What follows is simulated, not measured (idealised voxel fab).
process module | voxel fin reveal
cross-section cut | 200 nm wide | cells 5 nm
A cross-section is a grid of square cells, given in bands from the top down. A band is one or more rows of cells.
Each band's line starts with the height of the band's top and of its bottom, in nm. Then come its materials from left to right, each with its width in nm. One material with "throughout" fills the band from edge to edge. "air" is empty space.
Height 0 is the level under which the wafer as received is all one material. The lowest band goes on downwards, as in "0 down".
A width such as "30 to 40" changes by the same amount from each row of cells to the next, from the band's top row to its bottom row.
"no change" after a step means that no cell of the cross-section changed.
closed voids: empty space of 8 cells or more with no open way to the top, each as width x height at its distance from the left edge, in nm
after a step's settings: what the simulator itself notes on the step
overlay nm, on a step with a mask: how far to the right of its planned place the mask lay; to the left if negative
plan
1 op RECEIVE | material Si
2 op CONFORMAL_DEP | material SiN | thk nm 5
3 op PATTERN | tone cover | mask id FINS | material resist | width nm 15 | pitch nm 45 | thk nm 20 | overlay nm 0
4 op DIRECTIONAL_ETCH | etch materials SiN | depth nm 5
5 op DIRECTIONAL_ETCH | etch materials Si | depth nm 35
6 op STRIP | etch materials resist
7 op FILL_DEP | material SiO2 | thk nm 5
8 op CMP | height nm 5
9 op SELECTIVE_ETCH | etch materials SiO2 | depth nm 20
10 op STRIP | etch materials SiN
11 op CONFORMAL_DEP | material HfO2 | thk nm 5
as received, after step 1
  0 down: Si throughout
  closed voids: none
a wafer at the end: this start, this plan, one mistake
  0 to -15: air 70 | Si 15 | air 30 | Si 15 | air 70
  -15 to -35: SiO2 70 | Si 15 | SiO2 30 | Si 15 | SiO2 70
  -35 down: Si throughout
  closed voids: none
what went wrong: step 11 was left out
